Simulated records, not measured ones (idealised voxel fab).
process module | voxel self aligned contacts
cross-section cut | 170 nm wide | cells 5 nm
A cross-section is a grid of square cells, given in bands from the top down. A band is one or more rows of cells.
Each band's line starts with the height of the band's top and of its bottom, in nm. Then come its materials from left to right, each with its width in nm. One material with "throughout" fills the band from edge to edge. "air" is empty space.
Height 0 is the level under which the wafer as received is all one material. The lowest band goes on downwards, as in "0 down".
A width such as "30 to 40" changes by the same amount from each row of cells to the next, from the band's top row to its bottom row.
"no change" after a step means that no cell of the cross-section changed.
closed voids: empty space of 8 cells or more with no open way to the top, each as width x height at its distance from the left edge, in nm
after a step's settings: what the simulator itself notes on the step
overlay nm, on a step with a mask: how far to the right of its planned place the mask lay; to the left if negative
plan
1 op RECEIVE | material Si
2 op CONFORMAL_DEP | material SiO2 | thk nm 5
3 op DIRECTIONAL_DEP | material polySi | thk nm 30
4 op DIRECTIONAL_DEP | material SiN | thk nm 25
5 op MASKED_ETCH | tone cover | mask id GATE | width nm 30 | pitch nm 70 | etch materials SiN | depth nm 25 | overlay nm 0
6 op MASKED_ETCH | tone cover | mask id GATE | width nm 30 | pitch nm 70 | etch materials polySi | depth nm 30 | overlay nm 0
7 op CONFORMAL_DEP | material SiN | thk nm 10
8 op DIRECTIONAL_ETCH | etch materials SiN | depth nm 10
9 op FILL_DEP | material SiO2 | thk nm 10
10 op CMP | height nm 65
11 op DIRECTIONAL_DEP | material aC | thk nm 15
12 op PATTERN | tone open | mask id CONTACT | material resist | width nm 50 | thk nm 35 | overlay nm 0
13 op DIRECTIONAL_ETCH | etch materials aC | depth nm 15
14 op STRIP | etch materials resist
15 op DIRECTIONAL_ETCH | etch materials SiO2 | depth nm 65
16 op STRIP | etch materials aC
17 op CONFORMAL_DEP | material TiN | thk nm 5
18 op FILL_DEP | material W | thk nm 5
19 op CMP | height nm 65
20 op CONFORMAL_DEP | material SiN | thk nm 5
first wafer, as planned
as received, after step 1
  0 down: Si throughout
  closed voids: none
after step 2
  5 to 0: SiO2 throughout
  below 0: unchanged
after step 3
  35 to 5: polySi throughout
  below 5: unchanged
after step 4
  60 to 35: SiN throughout
  below 35: unchanged
after step 5
  60 to 35: air 35 | SiN 30 | air 40 | SiN 30 | air 35
  below 35: unchanged
after step 6
  60 to 35: air 35 | SiN 30 | air 40 | SiN 30 | air 35
  35 to 5: air 35 | polySi 30 | air 40 | polySi 30 | air 35
  below 5: unchanged
after step 7
  70 to 35: air 25 | SiN 50 | air 20 | SiN 50 | air 25
  35 to 15: air 25 | SiN 10 | polySi 30 | SiN 10 | air 20 | SiN 10 | polySi 30 | SiN 10 | air 25
  15 to 5: SiN 35 | polySi 30 | SiN 40 | polySi 30 | SiN 35
  below 5: unchanged
after step 8
  60 to 35: air 25 | SiN 50 | air 20 | SiN 50 | air 25
  35 to 5: air 25 | SiN 10 | polySi 30 | SiN 10 | air 20 | SiN 10 | polySi 30 | SiN 10 | air 25
  below 5: unchanged
after step 9
  70 to 60: SiO2 throughout
  60 to 35: SiO2 25 | SiN 50 | SiO2 20 | SiN 50 | SiO2 25
  35 to 5: SiO2 25 | SiN 10 | polySi 30 | SiN 10 | SiO2 20 | SiN 10 | polySi 30 | SiN 10 | SiO2 25
  below 5: unchanged
after step 10
  65 to 60: SiO2 throughout
  below 60: unchanged
after step 11
  80 to 65: aC throughout
  below 65: unchanged
after step 12
  115 to 80: resist 60 | air 50 | resist 60
  below 80: unchanged
after step 13
  100 to 80: resist 60 | air 50 | resist 60
  80 to 65: aC 60 | air 50 | aC 60
  below 65: unchanged
after step 14
  80 to 65: aC 60 | air 50 | aC 60
  below 65: unchanged
after step 15
  80 to 65: aC 60 | air 50 | aC 60
  65 to 60: SiO2 60 | air 50 | SiO2 60
  60 to 35: SiO2 25 | SiN 50 | air 20 | SiN 50 | SiO2 25
  35 to 5: SiO2 25 | SiN 10 | polySi 30 | SiN 10 | air 20 | SiN 10 | polySi 30 | SiN 10 | SiO2 25
  5 to 0: SiO2 75 | air 20 | SiO2 75
  below 0: unchanged
after step 16
  65 to 60: SiO2 60 | air 50 | SiO2 60
  below 60: unchanged
after step 17
  70 to 65: TiN 65 | air 40 | TiN 65
  65 to 60: SiO2 60 | TiN 20 | air 10 | TiN 20 | SiO2 60
  60 to 35: SiO2 25 | SiN 50 | TiN 5 | air 10 | TiN 5 | SiN 50 | SiO2 25
  35 to 5: SiO2 25 | SiN 10 | polySi 30 | SiN 10 | TiN 5 | air 10 | TiN 5 | SiN 10 | polySi 30 | SiN 10 | SiO2 25
  5 to 0: SiO2 75 | TiN 20 | SiO2 75
  below 0: unchanged
after step 18
  75 to 70: W throughout
  70 to 65: TiN 65 | W 40 | TiN 65
  65 to 60: SiO2 60 | TiN 20 | W 10 | TiN 20 | SiO2 60
  60 to 35: SiO2 25 | SiN 50 | TiN 5 | W 10 | TiN 5 | SiN 50 | SiO2 25
  35 to 5: SiO2 25 | SiN 10 | polySi 30 | SiN 10 | TiN 5 | W 10 | TiN 5 | SiN 10 | polySi 30 | SiN 10 | SiO2 25
  below 5: unchanged
after step 19
  65 to 60: SiO2 60 | TiN 20 | W 10 | TiN 20 | SiO2 60
  below 60: unchanged
after step 20
  70 to 65: SiN throughout
  below 65: unchanged
second wafer: like start, like plan, one mistake. Through step 2 it matches the first wafer
when step 3 should have ended
  40 to 5: polySi throughout
  below 5: unchanged
when step 4 should have ended
  65 to 40: SiN throughout
  below 40: unchanged
when step 5 should have ended
  65 to 40: air 35 | SiN 30 | air 40 | SiN 30 | air 35
  below 40: unchanged
when step 6 should have ended
  65 to 40: air 35 | SiN 30 | air 40 | SiN 30 | air 35
  40 to 10: air 35 | polySi 30 | air 40 | polySi 30 | air 35
  below 10: unchanged
when step 7 should have ended
  75 to 40: air 25 | SiN 50 | air 20 | SiN 50 | air 25
  40 to 20: air 25 | SiN 10 | polySi 30 | SiN 10 | air 20 | SiN 10 | polySi 30 | SiN 10 | air 25
  20 to 10: SiN 35 | polySi 30 | SiN 40 | polySi 30 | SiN 35
  below 10: unchanged
when step 8 should have ended
  65 to 40: air 25 | SiN 50 | air 20 | SiN 50 | air 25
  40 to 10: air 25 | SiN 10 | polySi 30 | SiN 10 | air 20 | SiN 10 | polySi 30 | SiN 10 | air 25
  below 10: unchanged
when step 9 should have ended
  75 to 65: SiO2 throughout
  65 to 40: SiO2 25 | SiN 50 | SiO2 20 | SiN 50 | SiO2 25
  40 to 10: SiO2 25 | SiN 10 | polySi 30 | SiN 10 | SiO2 20 | SiN 10 | polySi 30 | SiN 10 | SiO2 25
  below 10: unchanged
when step 10 should have ended
  65 to 40: SiO2 25 | SiN 50 | SiO2 20 | SiN 50 | SiO2 25
  below 40: unchanged
when step 11 should have ended
  80 to 65: aC throughout
  below 65: unchanged
when step 12 should have ended
  115 to 80: resist 60 | air 50 | resist 60
  below 80: unchanged
when step 13 should have ended
  100 to 80: resist 60 | air 50 | resist 60
  80 to 65: aC 60 | air 50 | aC 60
  below 65: unchanged
when step 14 should have ended
  80 to 65: aC 60 | air 50 | aC 60
  below 65: unchanged
when step 15 should have ended
  80 to 65: aC 60 | air 50 | aC 60
  65 to 40: SiO2 25 | SiN 50 | air 20 | SiN 50 | SiO2 25
  40 to 10: SiO2 25 | SiN 10 | polySi 30 | SiN 10 | air 20 | SiN 10 | polySi 30 | SiN 10 | SiO2 25
  below 10: unchanged
when step 16 should have ended
  65 to 40: SiO2 25 | SiN 50 | air 20 | SiN 50 | SiO2 25
  below 40: unchanged
when step 17 should have ended
  70 to 65: TiN 80 | air 10 | TiN 80
  65 to 40: SiO2 25 | SiN 50 | TiN 5 | air 10 | TiN 5 | SiN 50 | SiO2 25
  40 to 15: SiO2 25 | SiN 10 | polySi 30 | SiN 10 | TiN 5 | air 10 | TiN 5 | SiN 10 | polySi 30 | SiN 10 | SiO2 25
  15 to 10: SiO2 25 | SiN 10 | polySi 30 | SiN 10 | TiN 20 | SiN 10 | polySi 30 | SiN 10 | SiO2 25
  below 10: unchanged
when step 18 should have ended
  75 to 70: W throughout
  70 to 65: TiN 80 | W 10 | TiN 80
  65 to 40: SiO2 25 | SiN 50 | TiN 5 | W 10 | TiN 5 | SiN 50 | SiO2 25
  40 to 15: SiO2 25 | SiN 10 | polySi 30 | SiN 10 | TiN 5 | W 10 | TiN 5 | SiN 10 | polySi 30 | SiN 10 | SiO2 25
  below 15: unchanged
when step 19 should have ended
  65 to 40: SiO2 25 | SiN 50 | TiN 5 | W 10 | TiN 5 | SiN 50 | SiO2 25
  below 40: unchanged
when step 20 should have ended
  70 to 65: SiN throughout
  below 65: unchanged
what went wrong: step 3 ran as: op DIRECTIONAL_DEP | material polySi | thk nm 35
at the end the second wafer has, in cells: 20 fewer of SiO2 | 10 fewer of TiN | 4 fewer of W | 34 more of polySi
